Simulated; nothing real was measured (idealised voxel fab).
process module | voxel quadruple lines
cross-section cut | 145 nm wide | cells 5 nm
A cross-section is a grid of square cells, given in bands from the top down. A band is one or more rows of cells.
Each band's line starts with the height of the band's top and of its bottom, in nm. Then come its materials from left to right, each with its width in nm. One material with "throughout" fills the band from edge to edge. "air" is empty space.
Height 0 is the level under which the wafer as received is all one material. The lowest band goes on downwards, as in "0 down".
A width such as "30 to 40" changes by the same amount from each row of cells to the next, from the band's top row to its bottom row.
"no change" after a step means that no cell of the cross-section changed.
closed voids: empty space of 8 cells or more with no open way to the top, each as width x height at its distance from the left edge, in nm
after a step's settings: what the simulator itself notes on the step
overlay nm, on a step with a mask: how far to the right of its planned place the mask lay; to the left if negative
plan
1 op RECEIVE | material Si
2 op CONFORMAL_DEP | material SiO2 | thk nm 10
3 op DIRECTIONAL_DEP | material W | thk nm 10
4 op DIRECTIONAL_DEP | material polySi | thk nm 20
5 op DIRECTIONAL_DEP | material aC | thk nm 20
6 op PATTERN | tone cover | mask id MANDREL | material resist | width nm 20 | thk nm 25 | overlay nm 0
7 op DIRECTIONAL_ETCH | etch materials aC | depth nm 20
8 op STRIP | etch materials resist
9 op CONFORMAL_DEP | material SiO2 | thk nm 10
10 op DIRECTIONAL_ETCH | etch materials SiO2 | depth nm 10
11 op STRIP | etch materials aC
12 op DIRECTIONAL_ETCH | etch materials polySi | depth nm 20
13 op STRIP | etch materials SiO2
14 op CONFORMAL_DEP | material SiCN | thk nm 5
15 op DIRECTIONAL_ETCH | etch materials SiCN | depth nm 5
16 op STRIP | etch materials polySi
17 op DIRECTIONAL_ETCH | etch materials W | depth nm 10
18 op STRIP | etch materials SiCN
as received, after step 1
  0 down: Si throughout
  closed voids: none
a wafer at the end: this start, this plan, one mistake
  20 to 10: air 55 | W 5 | air 20 | W 5 | air 60
  10 to 0: SiO2 throughout
  0 down: Si throughout
  closed voids: none
what went wrong: step 6 ran as: op PATTERN | tone open | mask id MANDREL | material resist | width nm 20 | thk nm 25 | overlay nm 0
